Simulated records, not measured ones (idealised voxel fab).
Process module under the name voxel ribs on slabs
We display cut, a cross-section 290 nm in width whose square cells are each 5 nm.
Square cells in a grid make up a cross-section in this document, and the grid is given as bands, listed from the top down, each one or more rows of cells. Basically the band line says how high the top is and how high the bottom is, in nm, and then what's in it from left to right, every material with its width in nm. Empty space shows up as "empty", and if a single material carries "throughout" it runs the full band edge to edge. Heights from 0 (as-received wafer is one material below). Bottom band endless downward, as "0 and below". Width "30 to 40": first value at the band's top row of cells, second value at its bottom row, equal change from row to row. For the purposes of this document, the phrase "nothing altered" attached to a step denotes that no cell within the cross-section was modified by that step. Empty spaces counting at least 8 cells and having no open way to the top are listed in "Closed void inventory". The notation width x height at distance is used for each, the distance being from the left edge and all three values in nm. Post-settings text on a step line: simulator's own remark regarding the step. overlay nm: mask right of planned place by this much (step with mask). Neg. = left.
# Planned step list for the process
step 1: RECEIVE (material Si)
step 2: DIRECTIONAL_DEP (material SiO2; thk nm 25)
step 3: DIRECTIONAL_DEP (material SiN; thk nm 20)
step 4: PATTERN (tone cover; mask id RIB; material resist; width nm 30; thk nm 15; overlay nm 0)
step 5: DIRECTIONAL_ETCH (etch materials SiN; depth nm 10)
step 6: STRIP (etch materials resist)
step 7: DIRECTIONAL_DEP (material aC; thk nm 15)
step 8: PATTERN (tone cover; mask id SLAB; material resist; width nm 60; thk nm 30; overlay nm 0)
step 9: DIRECTIONAL_ETCH (etch materials aC; depth nm 15)
step 10: STRIP (etch materials resist)
step 11: DIRECTIONAL_ETCH (etch materials SiN; depth nm 10)
step 12: STRIP (etch materials aC)
step 13: FILL_DEP (material SiO2; thk nm 25)
step 14: CMP (height nm 65)
step 15: DIRECTIONAL_DEP (material TiN; thk nm 5)
step 16: PATTERN (tone cover; mask id HEATER; material resist; width nm 40; thk nm 15; overlay nm 0)
step 17: DIRECTIONAL_ETCH (etch materials TiN; depth nm 5)
step 18: STRIP (etch materials resist)
step 19: CONFORMAL_DEP (material SiO2; thk nm 5)
# Wafer at receipt (post step 1), cross-section
    0 and below = Si throughout
    Closed void inventory: none
# End state of the module in cross-section, given the above starting point and plan and one mistake in execution
    75 down to 70 = 120 empty / 50 SiO2 / 120 empty
    70 down to 65 = 125 SiO2 / 40 TiN / 125 SiO2
    65 down to 60 = 130 SiO2 / 30 SiN / 130 SiO2
    60 down to 50 = 115 SiO2 / 60 SiN / 115 SiO2
    50 down to 0 = SiO2 throughout
    0 and below = Si throughout
    Closed void inventory: none
What went wrong in running the wafer? plan step 2 ran twice
